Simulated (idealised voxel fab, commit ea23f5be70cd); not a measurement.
The following process module bears the name voxel local oxidation.
Section shown: cut. Width: 280 nm. Cell size: 5 nm, square.
Reading order for cross-sections: top band down to bottom band. Underlying form: a grid of square cells. Band size: one or more rows of cells.
The entry gives the band's vertical extent as a top height and a bottom height in nm, then its horizontal make-up as materials from left to right, each with a width in nm. "air" stands for empty space; a single material marked "all across" fills the band edge to edge.
A quick word on heights: they are counted from 0, and under that level the wafer as it came to us is one material throughout. The lowest band is different from the rest in having no bottom; it simply continues downward, written as in "0 -> down".
Width: "30 to 40" (first number = top row, second number = bottom row, same change from row to row of cells).
Reading "no alterations made" for a step: not a cell of the cross-section changed in it.
"Sealed cavities" enumerates empty spaces isolated from the top, with no open way to it, that contain at least 8 cells, giving each as width x height at distance from the left edge, all three in nm.
On each step's line, the part that comes after the settings is the simulator's own comment on the step.
Steps that use a mask can have "overlay nm" on their line. It says how far the mask sat to the right of where it was meant to be. Negative means to the left.
List of planned process steps
- 1: op RECEIVE | material Si
- 2: op CONFORMAL_DEP | material SiO2 | thk nm 5
- 3: op CONFORMAL_DEP | material SiN | thk nm 10
- 4: op DIRECTIONAL_DEP | material aC | thk nm 15
- 5: op PATTERN | tone cover | mask id ACTIVE | material resist | width nm 90 | thk nm 35 | overlay nm 0
- 6: op DIRECTIONAL_ETCH | etch materials aC | depth nm 15
- 7: op STRIP | etch materials resist
- 8: op DIRECTIONAL_ETCH | etch materials SiN | depth nm 10
- 9: op STRIP | etch materials aC
- 10: op SELECTIVE_ETCH | etch materials SiO2 | depth nm 5
- 11: op OXIDIZE | depth nm 15
- 12: op STRIP | etch materials SiN
Of two wafers, the first: run according to plan
The cross-section here shows the wafer as received, i.e. in its state after step 1
- 0 -> down | Si all across
- Sealed cavities: none
You're looking at a cross-section of the wafer after step 2
- 5 -> 0 | SiO2 all across
- At heights below 0, the structure remains unaltered.
You're looking at a cross-section of the wafer after step 3
- 15 -> 5 | SiN all across
- At heights below 5, the structure remains unaltered.
You're looking at a cross-section of the wafer after step 4
- 30 -> 15 | aC all across
- At heights below 15, the structure remains unaltered.
You're looking at a cross-section of the wafer after step 5
- 65 -> 30 | air 95, resist 90, air 95
- At heights below 30, the structure remains unaltered.
You're looking at a cross-section of the wafer after step 6
- 50 -> 30 | air 95, resist 90, air 95
- 30 -> 15 | air 95, aC 90, air 95
- At heights below 15, the structure remains unaltered.
You're looking at a cross-section of the wafer after step 7
- 30 -> 15 | air 95, aC 90, air 95
- At heights below 15, the structure remains unaltered.
You're looking at a cross-section of the wafer after step 8
- 30 -> 15 | air 95, aC 90, air 95
- 15 -> 5 | air 95, SiN 90, air 95
- At heights below 5, the structure remains unaltered.
You're looking at a cross-section of the wafer after step 9
- 15 -> 5 | air 95, SiN 90, air 95
- At heights below 5, the structure remains unaltered.
You're looking at a cross-section of the wafer after step 10
- 15 -> 5 | air 95, SiN 90, air 95
- 5 -> 0 | air 100, SiO2 80, air 100
- At heights below 0, the structure remains unaltered.
You're looking at a cross-section of the wafer after step 11
- 15 -> 5 | air 95, SiN 90, air 95
- 5 -> 0 | air 100, SiO2 80, air 100
- 0 -> -15 | SiO2 115, Si 50, SiO2 115
- At heights below -15, the structure remains unaltered.
You're looking at a cross-section of the wafer after step 12
- 5 -> 0 | air 100, SiO2 80, air 100
- At heights below 0, the structure remains unaltered.
The second wafer began exactly as the first did and followed the same plan, but one mistake was made while running it; through step 4 inclusive, the two wafers are identical
Planned end of step 5: second wafer, cross-section
- 65 -> 30 | resist 95, air 90, resist 95
- At heights below 30, the structure remains unaltered.
Planned end of step 6: second wafer, cross-section
- 50 -> 30 | resist 95, air 90, resist 95
- 30 -> 15 | aC 95, air 90, aC 95
- At heights below 15, the structure remains unaltered.
Planned end of step 7: second wafer, cross-section
- 30 -> 15 | aC 95, air 90, aC 95
- At heights below 15, the structure remains unaltered.
Planned end of step 8: second wafer, cross-section
- 30 -> 15 | aC 95, air 90, aC 95
- 15 -> 5 | SiN 95, air 90, SiN 95
- At heights below 5, the structure remains unaltered.
Planned end of step 9: second wafer, cross-section
- 15 -> 5 | SiN 95, air 90, SiN 95
- At heights below 5, the structure remains unaltered.
Planned end of step 10: second wafer, cross-section
- 15 -> 5 | SiN 95, air 90, SiN 95
- 5 -> 0 | SiO2 90, air 100, SiO2 90
- At heights below 0, the structure remains unaltered.
Planned end of step 11: second wafer, cross-section
- 15 -> 5 | SiN 95, air 90, SiN 95
- 5 -> 0 | SiO2 90, air 100, SiO2 90
- 0 -> -15 | Si 75, SiO2 130, Si 75
- At heights below -15, the structure remains unaltered.
Planned end of step 12: second wafer, cross-section
- 5 -> 0 | SiO2 90, air 100, SiO2 90
- At heights below 0, the structure remains unaltered.
Want to know what went wrong? contrary to plan, step 5 was performed as op PATTERN | tone open | mask id ACTIVE | material resist | width nm 90 | thk nm 35 | overlay nm 0
Looking at both finished wafers in cells, the second ends up ahead of or behind the first on some materials: Si +60, SiO2 -40
